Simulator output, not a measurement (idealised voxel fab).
Process module, titled voxel ribs on slabs
The cross-section on display is named cut; it measures 295 nm wide, and its cells are 5 nm squares.
In what follows, cross-sections appear as grids of square cells, described through bands that run from the top down, where every band is one or more rows of cells.
The band entry comprises the height of the band's top followed by the height of its bottom, expressed in nm, and subsequently the band's materials from left to right, each stated together with its width in nm. Where a single material is marked with the word "throughout", that material fills the band from edge to edge. The word "air" represents empty space.
Height datum 0, below which the as-received substrate wafer is one material. Lowest band open at the bottom, running downward: "0..down".
You'd read "30->40" like this: the band's top row of cells is as wide as the first number, its bottom row is as wide as the second, and going down, every row changes width by the same amount as the row before did.
Where a step carries "no change", the cross-section came out of it unchanged, cell for cell.
Listed in "Cavities, closed": every empty space of 8 or more cells without an open way to the top. Form: width x height at distance, the distance being from the left edge, all in nm.
Read whatever lies past the settings on a step's line as the simulator's own remark about the step.
overlay nm: step with mask; distance mask lay right of planned place; negative value = left of planned place.

## List of planned process steps
1,RECEIVE (material Si)
2,DIRECTIONAL_DEP (material SiO2; thk nm 25)
3,DIRECTIONAL_DEP (material SiN; thk nm 20)
4,MASKED_ETCH (tone cover; mask id RIB; width nm 15; etch materials SiN; depth nm 10; overlay nm 0)
5,PATTERN (tone cover; mask id SLAB; material resist; width nm 55; thk nm 15; overlay nm 0)
6,DIRECTIONAL_ETCH (etch materials SiN; depth nm 10)
7,STRIP (etch materials resist)
8,FILL_DEP (material SiO2; thk nm 25)
9,CMP (height nm 60)
10,DIRECTIONAL_DEP (material TiN; thk nm 10)
11,DIRECTIONAL_DEP (material aC; thk nm 15)
12,PATTERN (tone cover; mask id HEATER; material resist; width nm 25; thk nm 30; overlay nm 0)
13,DIRECTIONAL_ETCH (etch materials aC; depth nm 15)
14,STRIP (etch materials resist)
15,DIRECTIONAL_ETCH (etch materials TiN; depth nm 10)
16,STRIP (etch materials aC)
17,CONFORMAL_DEP (material SiN; thk nm 10)

## Incoming wafer, cross-sectional view, post step 1
> 0..down = Si throughout
> Cavities, closed: none

## Starting structure and process plan are as shown above, but one mistake was made in running the module; the wafer cross-section at the end of the module follows
> 80..70 = air (125), then SiN (45), then air (125)
> 70..60 = SiN (135), then TiN (25), then SiN (135)
> 60..20 = SiO2 throughout
> 20..0 = SiN throughout
> 0..down = Si throughout
> Cavities, closed: none
Heads up, the wafer didn't run the way we planned it: the executed order of steps 2 and 3 is the reverse of that specified in the plan, each step having taken the other's position
